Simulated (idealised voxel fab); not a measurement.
process module | voxel fin reveal
cross-section cut | 215 nm wide | cells 5 nm
A cross-section is a grid of square cells, given in bands from the top down. A band is one or more rows of cells.
Each band's line starts with the height of the band's top and of its bottom, in nm. Then come its materials from left to right, each with its width in nm. One material with "throughout" fills the band from edge to edge. "air" is empty space.
Height 0 is the level under which the wafer as received is all one material. The lowest band goes on downwards, as in "0 down".
A width such as "30 to 40" changes by the same amount from each row of cells to the next, from the band's top row to its bottom row.
"no change" after a step means that no cell of the cross-section changed.
closed voids: empty space of 8 cells or more with no open way to the top, each as width x height at its distance from the left edge, in nm
after a step's settings: what the simulator itself notes on the step
overlay nm, on a step with a mask: how far to the right of its planned place the mask lay; to the left if negative
plan
1 op RECEIVE | material Si
2 op CONFORMAL_DEP | material SiN | thk nm 10
3 op DIRECTIONAL_DEP | material aC | thk nm 5
4 op PATTERN | tone cover | mask id FINS | material resist | width nm 15 | pitch nm 40 | thk nm 25 | overlay nm 0
5 op DIRECTIONAL_ETCH | etch materials aC | depth nm 10
6 op STRIP | etch materials resist
7 op DIRECTIONAL_ETCH | etch materials SiN | depth nm 10
8 op DIRECTIONAL_ETCH | etch materials Si | depth nm 30
9 op STRIP | etch materials aC
10 op OXIDIZE | depth nm 5
11 op FILL_DEP | material SiO2 | thk nm 10
12 op CMP | height nm 10
13 op SELECTIVE_ETCH | etch materials SiO2 | depth nm 25
14 op STRIP | etch materials SiN
varied across the wafers: thk nm of step 3. The plan shows the first wafer's value. All wafers start alike
first wafer as received, after step 1
  0 down: Si throughout
  closed voids: none
first wafer at the end, after step 14
  0 to -15: air 65 | Si 5 | air 35 | Si 5 | air 35 | Si 5 | air 65
  -15 to -35: SiO2 65 | Si 5 | SiO2 35 | Si 5 | SiO2 35 | Si 5 | SiO2 65
  -35 down: Si throughout
  closed voids: none
last wafer at the end
  0 down: Si throughout
  closed voids: none
each wafer at the end: cells of each material gained (+) or lost (-) since it was received, then its closed voids
thk nm 5 | -280 Si | +160 SiO2 | closed voids: none
thk nm 10 | -280 Si | +160 SiO2 | closed voids: none
thk nm 15 | no cell changed | closed voids: none
thk nm 20 | no cell changed | closed voids: none
thk nm 25 | no cell changed | closed voids: none
